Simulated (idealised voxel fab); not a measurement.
process module | voxel self aligned vias
cross-section cut | 225 nm wide | cells 5 nm
A cross-section is a grid of square cells, given in bands from the top down. A band is one or more rows of cells.
Each band's line starts with the height of the band's top and of its bottom, in nm. Then come its materials from left to right, each with its width in nm. One material with "throughout" fills the band from edge to edge. "air" is empty space.
Height 0 is the level under which the wafer as received is all one material. The lowest band goes on downwards, as in "0 down".
A width such as "30 to 40" changes by the same amount from each row of cells to the next, from the band's top row to its bottom row.
"no change" after a step means that no cell of the cross-section changed.
closed voids: empty space of 8 cells or more with no open way to the top, each as width x height at its distance from the left edge, in nm
after a step's settings: what the simulator itself notes on the step
overlay nm, on a step with a mask: how far to the right of its planned place the mask lay; to the left if negative
plan
1 op RECEIVE | material Si
2 op CONFORMAL_DEP | material SiO2 | thk nm 15
3 op CONFORMAL_DEP | material SiCN | thk nm 5
4 op DIRECTIONAL_DEP | material SiO2 | thk nm 20
5 op DIRECTIONAL_DEP | material aC | thk nm 15
6 op PATTERN | tone open | mask id LINES | material resist | width nm 20 | pitch nm 50 | thk nm 35 | overlay nm 0
7 op DIRECTIONAL_ETCH | etch materials aC | depth nm 15
8 op STRIP | etch materials resist
9 op DIRECTIONAL_ETCH | etch materials SiO2 | depth nm 20
10 op STRIP | etch materials aC
11 op CONFORMAL_DEP | material TiN | thk nm 5
12 op FILL_DEP | material W | thk nm 5
13 op CMP | height nm 40
14 op SELECTIVE_ETCH | etch materials W Ru TiN | depth nm 5
15 op FILL_DEP | material SiN | thk nm 5
16 op CMP | height nm 40
17 op DIRECTIONAL_DEP | material SiO2 | thk nm 15
18 op DIRECTIONAL_DEP | material aC | thk nm 15
19 op PATTERN | tone open | mask id VIAS | material resist | width nm 30 | pitch nm 50 | thk nm 30 | overlay nm 0
20 op DIRECTIONAL_ETCH | etch materials aC | depth nm 15
21 op STRIP | etch materials resist
22 op DIRECTIONAL_ETCH | etch materials SiO2 | depth nm 15
23 op DIRECTIONAL_ETCH | etch materials SiN | depth nm 5
24 op STRIP | etch materials aC
25 op CONFORMAL_DEP | material TiN | thk nm 5
26 op FILL_DEP | material Cu | thk nm 10
27 op CMP | height nm 55
28 op CONFORMAL_DEP | material SiCN | thk nm 5
as received, after step 1
  0 down: Si throughout
  closed voids: none
a wafer at the end: this start, this plan, one mistake
  60 to 55: SiCN throughout
  55 to 45: SiO2 75 | TiN 5 | Cu 20 | TiN 5 | SiO2 20 | TiN 5 | Cu 20 | TiN 5 | SiO2 70
  45 to 40: SiO2 75 | TiN 5 | Cu 10 | TiN 15 | SiO2 20 | TiN 5 | Cu 10 | TiN 15 | SiO2 70
  40 to 35: SiO2 75 | TiN 20 | SiO2 30 | TiN 20 | SiO2 80
  35 to 25: SiO2 75 | TiN 5 | W 10 | TiN 5 | SiO2 30 | TiN 5 | W 10 | TiN 5 | SiO2 80
  25 to 20: SiO2 75 | TiN 20 | SiO2 30 | TiN 20 | SiO2 80
  20 to 15: SiCN throughout
  15 to 0: SiO2 throughout
  0 down: Si throughout
  closed voids: none
what went wrong: step 19 ran as: op PATTERN | tone open | mask id VIAS | material resist | width nm 30 | pitch nm 50 | thk nm 30 | overlay nm 5
